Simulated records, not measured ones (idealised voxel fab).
The document below concerns the process module designated voxel wiring stack.
The cross-section shown here is cut; it is 210 nm wide and divided into square cells measuring 5 nm on a side.
Each cross-section below is a grid of square cells, stated as bands in top-down order, with one or more rows of cells making up each band. Band: top and bottom heights (nm) first, top before bottom; then materials from left to right, widths in nm. "everywhere" marks a sole material filling the band edge to edge. "empty" denotes empty space. Below 0: as-received wafer, all one material; heights counted from there. Lowest band: no bottom, goes on down, written "0..down". Think of "30..40" as a width that walks from the first number to the second as you go down the band, top row to bottom row, taking equal-sized steps from row to row. "remained the same" -> step changed no cross-section cell. "Internal closed voids" means: voids of 8 cells or more that are shut off from the top with no open way through. Written width x height at distance, distance from the left edge, in nm. Note: text after step settings on the step line = simulator remark on that step. "overlay nm" denotes, for a step that has a mask, the displacement of the mask to the right of its planned place, with negative values corresponding to the left.

Process steps foreseen in the plan:
1,RECEIVE, material Si
2,CONFORMAL_DEP, material SiO2, thk nm 10
3,DIRECTIONAL_DEP, material TiN, thk nm 5
4,DIRECTIONAL_DEP, material W, thk nm 25
5,DIRECTIONAL_DEP, material aC, thk nm 15
6,PATTERN, tone cover, mask id METAL_1, material resist, width nm 20, pitch nm 45, thk nm 35, overlay nm 0
7,DIRECTIONAL_ETCH, etch materials aC, depth nm 15
8,STRIP, etch materials resist
9,DIRECTIONAL_ETCH, etch materials W, depth nm 25
10,DIRECTIONAL_ETCH, etch materials TiN, depth nm 5
11,STRIP, etch materials aC
12,CONFORMAL_DEP, material SiN, thk nm 5
13,FILL_DEP, material lowk, thk nm 5
14,CMP, height nm 40
15,CONFORMAL_DEP, material SiCN, thk nm 5
16,DIRECTIONAL_DEP, material lowk, thk nm 15
17,MASKED_ETCH, tone open, mask id PLUG_1, width nm 15, pitch nm 45, etch materials lowk, depth nm 15, overlay nm 0
18,MASKED_ETCH, tone open, mask id PLUG_1, width nm 15, pitch nm 45, etch materials SiCN, depth nm 5, overlay nm 0
19,CONFORMAL_DEP, material TiN, thk nm 5
20,FILL_DEP, material Ru, thk nm 5
21,CMP, height nm 60
22,DIRECTIONAL_DEP, material TiN, thk nm 5
23,DIRECTIONAL_DEP, material W, thk nm 20
24,PATTERN, tone cover, mask id METAL_2, material resist, width nm 20, pitch nm 45, thk nm 15, overlay nm 0
25,DIRECTIONAL_ETCH, etch materials W, depth nm 20
26,DIRECTIONAL_ETCH, etch materials TiN, depth nm 5
27,STRIP, etch materials resist
28,CONFORMAL_DEP, material SiN, thk nm 5
29,FILL_DEP, material SiO2, thk nm 5
30,CMP, height nm 85
31,CONFORMAL_DEP, material SiN, thk nm 5

As received, after step 1:
0..down = Si everywhere
Internal closed voids: none

Cross-section, end of module. Start: as above. Plan: as above. Execution: one mistake:
90..85 = SiN everywhere
85..65 = SiO2=20  SiN=5  W=20  SiN=5  SiO2=15  SiN=5  W=20  SiN=5  SiO2=15  SiN=5  W=20  SiN=5  SiO2=15  SiN=5  W=20  SiN=5  SiO2=25
65..60 = SiN=25  TiN=20  SiN=25  TiN=20  SiN=25  TiN=20  SiN=25  TiN=20  SiN=30
60..50 = Ru=20  TiN=5  lowk=15  TiN=5  Ru=20  TiN=5  lowk=15  TiN=5  Ru=20  TiN=5  lowk=15  TiN=5  Ru=20  TiN=5  lowk=15  TiN=5  Ru=30
50..45 = TiN=25  lowk=15  TiN=30  lowk=15  TiN=30  lowk=15  TiN=30  lowk=15  TiN=35
45..40 = SiCN everywhere
40..15 = lowk=20  SiN=5  W=20  SiN=5  lowk=15  SiN=5  W=20  SiN=5  lowk=15  SiN=5  W=20  SiN=5  lowk=15  SiN=5  W=20  SiN=5  lowk=25
15..10 = SiN=25  TiN=20  SiN=25  TiN=20  SiN=25  TiN=20  SiN=25  TiN=20  SiN=30
10..0 = SiO2 everywhere
0..down = Si everywhere
Internal closed voids: none
What broke from the plan during processing? step 17 did not happen as planned, as run it was MASKED_ETCH, tone cover, mask id PLUG_1, width nm 15, pitch nm 45, etch materials lowk, depth nm 15, overlay nm 0
